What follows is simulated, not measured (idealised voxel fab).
process module | voxel self aligned contacts
cross-section cut | 250 nm wide | cells 5 nm
A cross-section is a grid of square cells, given in bands from the top down. A band is one or more rows of cells.
Each band's line starts with the height of the band's top and of its bottom, in nm. Then come its materials from left to right, each with its width in nm. One material with "throughout" fills the band from edge to edge. "air" is empty space.
Height 0 is the level under which the wafer as received is all one material. The lowest band goes on downwards, as in "0 down".
A width such as "30 to 40" changes by the same amount from each row of cells to the next, from the band's top row to its bottom row.
"no change" after a step means that no cell of the cross-section changed.
closed voids: empty space of 8 cells or more with no open way to the top, each as width x height at its distance from the left edge, in nm
after a step's settings: what the simulator itself notes on the step
overlay nm, on a step with a mask: how far to the right of its planned place the mask lay; to the left if negative
plan
1 op RECEIVE | material Si
2 op CONFORMAL_DEP | material SiO2 | thk nm 5
3 op DIRECTIONAL_DEP | material polySi | thk nm 20
4 op DIRECTIONAL_DEP | material SiN | thk nm 20
5 op PATTERN | tone cover | mask id GATE | material resist | width nm 25 | pitch nm 70 | thk nm 20 | overlay nm 0
6 op DIRECTIONAL_ETCH | etch materials SiN | depth nm 20
7 op DIRECTIONAL_ETCH | etch materials polySi | depth nm 20
8 op STRIP | etch materials resist
9 op CONFORMAL_DEP | material SiN | thk nm 10
10 op DIRECTIONAL_ETCH | etch materials SiN | depth nm 10
11 op FILL_DEP | material SiO2 | thk nm 15
12 op CMP | height nm 55
13 op PATTERN | tone open | mask id CONTACT | material resist | width nm 55 | pitch nm 70 | thk nm 15 | overlay nm 0
14 op DIRECTIONAL_ETCH | etch materials SiO2 | depth nm 55
15 op STRIP | etch materials resist
16 op CONFORMAL_DEP | material TiN | thk nm 5
17 op FILL_DEP | material W | thk nm 5
18 op CMP | height nm 55
19 op CONFORMAL_DEP | material SiN | thk nm 5
first wafer, as planned
as received, after step 1
  0 down: Si throughout
  closed voids: none
after step 2
  5 to 0: SiO2 throughout
  below 0: unchanged
after step 3
  25 to 5: polySi throughout
  below 5: unchanged
after step 4
  45 to 25: SiN throughout
  below 25: unchanged
after step 5
  65 to 45: air 40 | resist 25 | air 45 | resist 25 | air 45 | resist 25 | air 45
  below 45: unchanged
after step 6
  65 to 45: air 40 | resist 25 | air 45 | resist 25 | air 45 | resist 25 | air 45
  45 to 25: air 40 | SiN 25 | air 45 | SiN 25 | air 45 | SiN 25 | air 45
  below 25: unchanged
after step 7
  65 to 45: air 40 | resist 25 | air 45 | resist 25 | air 45 | resist 25 | air 45
  45 to 25: air 40 | SiN 25 | air 45 | SiN 25 | air 45 | SiN 25 | air 45
  25 to 5: air 40 | polySi 25 | air 45 | polySi 25 | air 45 | polySi 25 | air 45
  below 5: unchanged
after step 8
  45 to 25: air 40 | SiN 25 | air 45 | SiN 25 | air 45 | SiN 25 | air 45
  below 25: unchanged
after step 9
  55 to 25: air 30 | SiN 45 | air 25 | SiN 45 | air 25 | SiN 45 | air 35
  25 to 15: air 30 | SiN 10 | polySi 25 | SiN 10 | air 25 | SiN 10 | polySi 25 | SiN 10 | air 25 | SiN 10 | polySi 25 | SiN 10 | air 35
  15 to 5: SiN 40 | polySi 25 | SiN 45 | polySi 25 | SiN 45 | polySi 25 | SiN 45
  below 5: unchanged
after step 10
  45 to 25: air 30 | SiN 45 | air 25 | SiN 45 | air 25 | SiN 45 | air 35
  25 to 5: air 30 | SiN 10 | polySi 25 | SiN 10 | air 25 | SiN 10 | polySi 25 | SiN 10 | air 25 | SiN 10 | polySi 25 | SiN 10 | air 35
  below 5: unchanged
after step 11
  60 to 45: SiO2 throughout
  45 to 25: SiO2 30 | SiN 45 | SiO2 25 | SiN 45 | SiO2 25 | SiN 45 | SiO2 35
  25 to 5: SiO2 30 | SiN 10 | polySi 25 | SiN 10 | SiO2 25 | SiN 10 | polySi 25 | SiN 10 | SiO2 25 | SiN 10 | polySi 25 | SiN 10 | SiO2 35
  below 5: unchanged
after step 12
  55 to 45: SiO2 throughout
  below 45: unchanged
after step 13
  70 to 55: resist 60 | air 55 | resist 15 | air 55 | resist 65
  below 55: unchanged
after step 14
  70 to 55: resist 60 | air 55 | resist 15 | air 55 | resist 65
  55 to 45: SiO2 60 | air 55 | SiO2 15 | air 55 | SiO2 65
  45 to 25: SiO2 30 | SiN 45 | air 25 | SiN 45 | air 25 | SiN 45 | SiO2 35
  25 to 5: SiO2 30 | SiN 10 | polySi 25 | SiN 10 | air 25 | SiN 10 | polySi 25 | SiN 10 | air 25 | SiN 10 | polySi 25 | SiN 10 | SiO2 35
  5 to 0: SiO2 75 | air 25 | SiO2 45 | air 25 | SiO2 80
  below 0: unchanged
after step 15
  55 to 45: SiO2 60 | air 55 | SiO2 15 | air 55 | SiO2 65
  below 45: unchanged
after step 16
  60 to 55: TiN 65 | air 45 | TiN 25 | air 45 | TiN 70
  55 to 45: SiO2 60 | TiN 5 to 20 | air 45 to 15 | TiN 5 to 20 | SiO2 15 | TiN 5 to 20 | air 45 to 15 | TiN 5 to 20 | SiO2 65
  45 to 25: SiO2 30 | SiN 45 | TiN 5 | air 15 | TiN 5 | SiN 45 | TiN 5 | air 15 | TiN 5 | SiN 45 | SiO2 35
  25 to 5: SiO2 30 | SiN 10 | polySi 25 | SiN 10 | TiN 5 | air 15 | TiN 5 | SiN 10 | polySi 25 | SiN 10 | TiN 5 | air 15 | TiN 5 | SiN 10 | polySi 25 | SiN 10 | SiO2 35
  5 to 0: SiO2 75 | TiN 25 | SiO2 45 | TiN 25 | SiO2 80
  below 0: unchanged
after step 17
  65 to 60: W throughout
  60 to 55: TiN 65 | W 45 | TiN 25 | W 45 | TiN 70
  55 to 45: SiO2 60 | TiN 5 to 20 | W 45 to 15 | TiN 5 to 20 | SiO2 15 | TiN 5 to 20 | W 45 to 15 | TiN 5 to 20 | SiO2 65
  45 to 25: SiO2 30 | SiN 45 | TiN 5 | W 15 | TiN 5 | SiN 45 | TiN 5 | W 15 | TiN 5 | SiN 45 | SiO2 35
  25 to 5: SiO2 30 | SiN 10 | polySi 25 | SiN 10 | TiN 5 | W 15 | TiN 5 | SiN 10 | polySi 25 | SiN 10 | TiN 5 | W 15 | TiN 5 | SiN 10 | polySi 25 | SiN 10 | SiO2 35
  below 5: unchanged
after step 18
  55 to 45: SiO2 60 | TiN 5 to 20 | W 45 to 15 | TiN 5 to 20 | SiO2 15 | TiN 5 to 20 | W 45 to 15 | TiN 5 to 20 | SiO2 65
  below 45: unchanged
after step 19
  60 to 55: SiN throughout
  below 55: unchanged
second wafer: like start, like plan, one mistake. Through step 1 it matches the first wafer
when step 2 should have ended
  5 to 0: W throughout
  below 0: unchanged
when step 3 should have ended
  25 to 5: polySi throughout
  below 5: unchanged
when step 4 should have ended
  45 to 25: SiN throughout
  below 25: unchanged
when step 5 should have ended
  65 to 45: air 40 | resist 25 | air 45 | resist 25 | air 45 | resist 25 | air 45
  below 45: unchanged
when step 6 should have ended
  65 to 45: air 40 | resist 25 | air 45 | resist 25 | air 45 | resist 25 | air 45
  45 to 25: air 40 | SiN 25 | air 45 | SiN 25 | air 45 | SiN 25 | air 45
  below 25: unchanged
when step 7 should have ended
  65 to 45: air 40 | resist 25 | air 45 | resist 25 | air 45 | resist 25 | air 45
  45 to 25: air 40 | SiN 25 | air 45 | SiN 25 | air 45 | SiN 25 | air 45
  25 to 5: air 40 | polySi 25 | air 45 | polySi 25 | air 45 | polySi 25 | air 45
  below 5: unchanged
when step 8 should have ended
  45 to 25: air 40 | SiN 25 | air 45 | SiN 25 | air 45 | SiN 25 | air 45
  below 25: unchanged
when step 9 should have ended
  55 to 25: air 30 | SiN 45 | air 25 | SiN 45 | air 25 | SiN 45 | air 35
  25 to 15: air 30 | SiN 10 | polySi 25 | SiN 10 | air 25 | SiN 10 | polySi 25 | SiN 10 | air 25 | SiN 10 | polySi 25 | SiN 10 | air 35
  15 to 5: SiN 40 | polySi 25 | SiN 45 | polySi 25 | SiN 45 | polySi 25 | SiN 45
  below 5: unchanged
when step 10 should have ended
  45 to 25: air 30 | SiN 45 | air 25 | SiN 45 | air 25 | SiN 45 | air 35
  25 to 5: air 30 | SiN 10 | polySi 25 | SiN 10 | air 25 | SiN 10 | polySi 25 | SiN 10 | air 25 | SiN 10 | polySi 25 | SiN 10 | air 35
  below 5: unchanged
when step 11 should have ended
  60 to 45: SiO2 throughout
  45 to 25: SiO2 30 | SiN 45 | SiO2 25 | SiN 45 | SiO2 25 | SiN 45 | SiO2 35
  25 to 5: SiO2 30 | SiN 10 | polySi 25 | SiN 10 | SiO2 25 | SiN 10 | polySi 25 | SiN 10 | SiO2 25 | SiN 10 | polySi 25 | SiN 10 | SiO2 35
  below 5: unchanged
when step 12 should have ended
  55 to 45: SiO2 throughout
  below 45: unchanged
when step 13 should have ended
  70 to 55: resist 60 | air 55 | resist 15 | air 55 | resist 65
  below 55: unchanged
when step 14 should have ended
  70 to 55: resist 60 | air 55 | resist 15 | air 55 | resist 65
  55 to 45: SiO2 60 | air 55 | SiO2 15 | air 55 | SiO2 65
  45 to 25: SiO2 30 | SiN 45 | air 25 | SiN 45 | air 25 | SiN 45 | SiO2 35
  25 to 5: SiO2 30 | SiN 10 | polySi 25 | SiN 10 | air 25 | SiN 10 | polySi 25 | SiN 10 | air 25 | SiN 10 | polySi 25 | SiN 10 | SiO2 35
  below 5: unchanged
when step 15 should have ended
  55 to 45: SiO2 60 | air 55 | SiO2 15 | air 55 | SiO2 65
  below 45: unchanged
when step 16 should have ended
  60 to 55: TiN 65 | air 45 | TiN 25 | air 45 | TiN 70
  55 to 45: SiO2 60 | TiN 5 to 20 | air 45 to 15 | TiN 5 to 20 | SiO2 15 | TiN 5 to 20 | air 45 to 15 | TiN 5 to 20 | SiO2 65
  45 to 25: SiO2 30 | SiN 45 | TiN 5 | air 15 | TiN 5 | SiN 45 | TiN 5 | air 15 | TiN 5 | SiN 45 | SiO2 35
  25 to 10: SiO2 30 | SiN 10 | polySi 25 | SiN 10 | TiN 5 | air 15 | TiN 5 | SiN 10 | polySi 25 | SiN 10 | TiN 5 | air 15 | TiN 5 | SiN 10 | polySi 25 | SiN 10 | SiO2 35
  10 to 5: SiO2 30 | SiN 10 | polySi 25 | SiN 10 | TiN 25 | SiN 10 | polySi 25 | SiN 10 | TiN 25 | SiN 10 | polySi 25 | SiN 10 | SiO2 35
  below 5: unchanged
when step 17 should have ended
  65 to 60: W throughout
  60 to 55: TiN 65 | W 45 | TiN 25 | W 45 | TiN 70
  55 to 45: SiO2 60 | TiN 5 to 20 | W 45 to 15 | TiN 5 to 20 | SiO2 15 | TiN 5 to 20 | W 45 to 15 | TiN 5 to 20 | SiO2 65
  45 to 25: SiO2 30 | SiN 45 | TiN 5 | W 15 | TiN 5 | SiN 45 | TiN 5 | W 15 | TiN 5 | SiN 45 | SiO2 35
  25 to 10: SiO2 30 | SiN 10 | polySi 25 | SiN 10 | TiN 5 | W 15 | TiN 5 | SiN 10 | polySi 25 | SiN 10 | TiN 5 | W 15 | TiN 5 | SiN 10 | polySi 25 | SiN 10 | SiO2 35
  below 10: unchanged
when step 18 should have ended
  55 to 45: SiO2 60 | TiN 5 to 20 | W 45 to 15 | TiN 5 to 20 | SiO2 15 | TiN 5 to 20 | W 45 to 15 | TiN 5 to 20 | SiO2 65
  below 45: unchanged
when step 19 should have ended
  60 to 55: SiN throughout
  below 55: unchanged
what went wrong: step 2 ran as: op CONFORMAL_DEP | material W | thk nm 5
at the end the second wafer has, in cells: 40 fewer of SiO2 | 4 fewer of TiN | 44 more of W
